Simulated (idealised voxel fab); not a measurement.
The following is a process module called voxel plated lines.
Square cell edge 5 nm, section width 265 nm, ID cut.
If you're reading a cross-section in this doc, picture square cells in a grid; it comes to you as bands, top ones listed first down to the bottom, and a band can be one or more rows of cells.
In this notation a band is specified by the heights of its top and bottom, in that order and in nm, after which its materials appear from left to right, each paired with its width in nm. The word "everywhere" attached to a single material means that material fills the band from edge to edge; the word "empty" stands for empty space.
All heights in this document are referenced to 0, defined as the level beneath which the wafer, as received, consists entirely of one material. The lowest band is not bounded below; it extends indefinitely downward and is written in the form "0..down".
Read "30->40" as a graded width: first number on top, second number at the bottom, same change between each pair of neighbouring rows.
"remained the same", as given for a step, is the statement that not any cell of the cross-section underwent a change during that step.
Look at "Enclosed void listing" for the closed voids: empty spaces with no open path to the top, sized 8 cells or up. Each is width x height at distance, distance from the left edge, all nm.
On each step's line, the part that comes after the settings is the simulator's own comment on the step.
overlay nm: for a step with a mask, the amount by which the mask lay right of where it was planned; a negative amount means left of it.

The process steps that were planned are listed below:
1: RECEIVE, material Si
2: CONFORMAL_DEP, material SiO2, thk nm 15
3: DIRECTIONAL_DEP, material TiN, thk nm 5
4: PATTERN, tone open, mask id LINES, material resist, width nm 20, pitch nm 50, thk nm 20, overlay nm 0
5: EPI, material Ru, thk nm 5
6: STRIP, etch materials resist
7: DIRECTIONAL_ETCH, etch materials TiN, depth nm 5
8: CONFORMAL_DEP, material SiN, thk nm 10

The first of the two wafers, which ran as planned:

Cross-section of the incoming wafer, state after step 1:
* 0..down | Si everywhere
* Enclosed void listing: none

So this is the wafer cross-section right after step 2:
* 15..0 | SiO2 everywhere
* For the remainder of the cross-section, below 0, there is no change.

So this is the wafer cross-section right after step 3:
* 20..15 | TiN everywhere
* For the remainder of the cross-section, below 15, there is no change.

So this is the wafer cross-section right after step 4:
* 40..20 | 45 resist | 20 empty | 30 resist | 20 empty | 30 resist | 20 empty | 30 resist | 20 empty | 50 resist
* For the remainder of the cross-section, below 20, there is no change.

So this is the wafer cross-section right after step 5:
* 40..25 | 45 resist | 20 empty | 30 resist | 20 empty | 30 resist | 20 empty | 30 resist | 20 empty | 50 resist
* 25..20 | 45 resist | 20 Ru | 30 resist | 20 Ru | 30 resist | 20 Ru | 30 resist | 20 Ru | 50 resist
* For the remainder of the cross-section, below 20, there is no change.

So this is the wafer cross-section right after step 6:
* 25..20 | 45 empty | 20 Ru | 30 empty | 20 Ru | 30 empty | 20 Ru | 30 empty | 20 Ru | 50 empty
* For the remainder of the cross-section, below 20, there is no change.

So this is the wafer cross-section right after step 7:
* 25..20 | 45 empty | 20 Ru | 30 empty | 20 Ru | 30 empty | 20 Ru | 30 empty | 20 Ru | 50 empty
* 20..15 | 45 empty | 20 TiN | 30 empty | 20 TiN | 30 empty | 20 TiN | 30 empty | 20 TiN | 50 empty
* For the remainder of the cross-section, below 15, there is no change.

So this is the wafer cross-section right after step 8:
* 35..25 | 35 empty | 40 SiN | 10 empty | 40 SiN | 10 empty | 40 SiN | 10 empty | 40 SiN | 40 empty
* 25..20 | 45 SiN | 20 Ru | 30 SiN | 20 Ru | 30 SiN | 20 Ru | 30 SiN | 20 Ru | 50 SiN
* 20..15 | 45 SiN | 20 TiN | 30 SiN | 20 TiN | 30 SiN | 20 TiN | 30 SiN | 20 TiN | 50 SiN
* For the remainder of the cross-section, below 15, there is no change.

It is to be noted that the second wafer proceeded from the same initial state and according to the same plan as the first, although one mistake was committed in its execution; through step 3, inclusive, the two wafers share an identical history:

Second wafer cross-section, taken as of the time the plan sets for step 4 to be done:
* 40..20 | 50 resist | 15 empty | 35 resist | 15 empty | 35 resist | 15 empty | 35 resist | 15 empty | 50 resist
* For the remainder of the cross-section, below 20, there is no change.

Second wafer cross-section, taken as of the time the plan sets for step 5 to be done:
* 40..25 | 50 resist | 15 empty | 35 resist | 15 empty | 35 resist | 15 empty | 35 resist | 15 empty | 50 resist
* 25..20 | 50 resist | 15 Ru | 35 resist | 15 Ru | 35 resist | 15 Ru | 35 resist | 15 Ru | 50 resist
* For the remainder of the cross-section, below 20, there is no change.

Second wafer cross-section, taken as of the time the plan sets for step 6 to be done:
* 25..20 | 50 empty | 15 Ru | 35 empty | 15 Ru | 35 empty | 15 Ru | 35 empty | 15 Ru | 50 empty
* For the remainder of the cross-section, below 20, there is no change.

Second wafer cross-section, taken as of the time the plan sets for step 7 to be done:
* 25..20 | 50 empty | 15 Ru | 35 empty | 15 Ru | 35 empty | 15 Ru | 35 empty | 15 Ru | 50 empty
* 20..15 | 50 empty | 15 TiN | 35 empty | 15 TiN | 35 empty | 15 TiN | 35 empty | 15 TiN | 50 empty
* For the remainder of the cross-section, below 15, there is no change.

Second wafer cross-section, taken as of the time the plan sets for step 8 to be done:
* 35..25 | 40 empty | 35 SiN | 15 empty | 35 SiN | 15 empty | 35 SiN | 15 empty | 35 SiN | 40 empty
* 25..20 | 50 SiN | 15 Ru | 35 SiN | 15 Ru | 35 SiN | 15 Ru | 35 SiN | 15 Ru | 50 SiN
* 20..15 | 50 SiN | 15 TiN | 35 SiN | 15 TiN | 35 SiN | 15 TiN | 35 SiN | 15 TiN | 50 SiN
* For the remainder of the cross-section, below 15, there is no change.
What was done differently from what was planned? so step 4 ended up running with a different setting than we planned, it ran as PATTERN, tone open, mask id LINES, material resist, width nm 15, pitch nm 50, thk nm 20, overlay nm 0
The final cell counts differ between the wafers, with the second having more or fewer of some materials than the first: 4 fewer of Ru; 4 fewer of TiN
